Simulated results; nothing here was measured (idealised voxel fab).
This is a process module. Its name is voxel self aligned contacts.
cross-section cut | 230 nm wide | cells 5 nm
Bands, listed from the top down, are how a cross-section gets written in this document; the cross-section itself is a grid of square cells, and a band is one or more rows of them.
Look at the band entry: it leads with the top's height and the bottom's height in nm. Then it lists the materials left to right, with a width in nm for each. The word "edge to edge" on a single material says that material fills the band edge to edge. The word "air" is empty space.
Heights are reckoned from 0. Under this level, the received wafer is all of one material. The bottommost band is open-ended downward, for example "0 down".
It should be noted that a width expressed as "30 to 40" varies in equal increments from row to row of cells within the band, taking the value of the first number at the top row and that of the second number at the bottom row.
Given "no change occurred" for a step, no cell of the cross-section differs between before and after that step.
"Fully enclosed voids" - sealed voids, min. 8 cells, no opening to top; format: width x height at distance (distance from left edge; nm throughout).
That trailing text on a step's line, after the settings, is the simulator's own remark on the step.
The optional step-line setting "overlay nm" applies to steps with a mask and quantifies how far to the right of its planned location the mask lay, a negative value indicating leftward placement.

Set out below are the planned steps of the process
step 1: RECEIVE,material Si
step 2: OXIDIZE,depth nm 5
step 3: DIRECTIONAL_DEP,material polySi,thk nm 30
step 4: DIRECTIONAL_DEP,material SiN,thk nm 20
step 5: MASKED_ETCH,tone cover,mask id GATE,width nm 25,pitch nm 55,etch materials SiN,depth nm 20,overlay nm 0
step 6: MASKED_ETCH,tone cover,mask id GATE,width nm 25,pitch nm 55,etch materials polySi,depth nm 30,overlay nm 0
step 7: CONFORMAL_DEP,material SiN,thk nm 5
step 8: DIRECTIONAL_ETCH,etch materials SiN,depth nm 5
step 9: FILL_DEP,material SiO2,thk nm 15
step 10: CMP,height nm 60
step 11: PATTERN,tone open,mask id CONTACT,material resist,width nm 40,thk nm 15,overlay nm 0
step 12: DIRECTIONAL_ETCH,etch materials SiO2,depth nm 65
step 13: STRIP,etch materials resist
step 14: CONFORMAL_DEP,material TiN,thk nm 5
step 15: FILL_DEP,material Ru,thk nm 10
step 16: CMP,height nm 60
step 17: CONFORMAL_DEP,material SiCN,thk nm 5

Received-state cross-section, reflecting completion of step 1
- 0 down = Si edge to edge
- Fully enclosed voids: none

Wafer cross-section at end of module: start and plan as shown above, one execution error
- 65 to 60 = SiCN edge to edge
- 60 to 50 = 95 nm SiO2 | 5 to 15 nm TiN | 30 to 10 nm Ru | 5 to 15 nm TiN | 95 nm SiO2
- 50 to 30 = 70 nm SiO2 | 35 nm SiN | 5 nm TiN | 10 nm Ru | 5 nm TiN | 35 nm SiN | 70 nm SiO2
- 30 to 5 = 70 nm SiO2 | 5 nm SiN | 25 nm polySi | 5 nm SiN | 5 nm TiN | 10 nm Ru | 5 nm TiN | 5 nm SiN | 25 nm polySi | 5 nm SiN | 70 nm SiO2
- 5 to 0 = 70 nm SiO2 | 5 nm SiN | 25 nm polySi | 5 nm SiN | 20 nm TiN | 5 nm SiN | 25 nm polySi | 5 nm SiN | 70 nm SiO2
- 0 down = Si edge to edge
- Fully enclosed voids: none
Against the plan, the run slipped here: step 2 of the plan was omitted and not executed
